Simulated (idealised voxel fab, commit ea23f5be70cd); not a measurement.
The following process module bears the name voxel air gaps.
Cross-section cut spans 295 nm and uses square cells 5 nm in size.
If you're reading a cross-section in this doc, picture square cells in a grid; it comes to you as bands, top ones listed first down to the bottom, and a band can be one or more rows of cells.
Per band: top height and bottom height in nm, followed by the left-to-right materials and their widths in nm; "full width" marks a single material spanning edge to edge, "blank" marks empty space.
Convention: height 0 is the level below which the wafer, as received, is all one material. The lowest band does not terminate at the bottom but continues downward, represented as "0 down".
Read "30->40" as a graded width: first number on top, second number at the bottom, same change between each pair of neighbouring rows.
"no modifications" means the step left every cell of the cross-section as it was.
Closed cavity list: empty space of 8 cells or more with no open way to the top, each as width x height at its distance from the left edge, in nm
Read whatever lies past the settings on a step's line as the simulator's own remark about the step.
overlay nm: where the mask lay relative to plan, measured to the right, on steps with a mask; negatives go left.
The steps planned for the process are as follows
step 1: RECEIVE: material Si
step 2: CONFORMAL_DEP: material SiO2, thk nm 15
step 3: CONFORMAL_DEP: material SiCN, thk nm 5
step 4: DIRECTIONAL_DEP: material SiO2, thk nm 40
step 5: PATTERN: tone open, mask id LINES, material resist, width nm 20, pitch nm 45, thk nm 15, overlay nm 0
step 6: DIRECTIONAL_ETCH: etch materials SiO2, depth nm 40
step 7: STRIP: etch materials resist
step 8: CONFORMAL_DEP: material TiN, thk nm 5
step 9: FILL_DEP: material Ru, thk nm 10
step 10: CMP: height nm 60
step 11: EPI: material Ru, thk nm 10
step 12: SELECTIVE_ETCH: etch materials SiO2, depth nm 50
step 13: CONFORMAL_DEP: material SiCN, thk nm 5
Cross-section of the incoming wafer, state after step 1
  0 down = Si full width
  Closed cavity list: none
One mistake in running the module, otherwise start and plan as above: cross-section at the end
  75 to 70 = SiCN full width
  70 to 20 = Ru full width
  20 to 15 = SiCN full width
  15 to 0 = SiO2 full width
  0 down = Si full width
  Closed cavity list: none
The plan and the run diverged here: step 4 was run on a setting that differed from the plan, and what really ran there is DIRECTIONAL_DEP: material Ru, thk nm 40
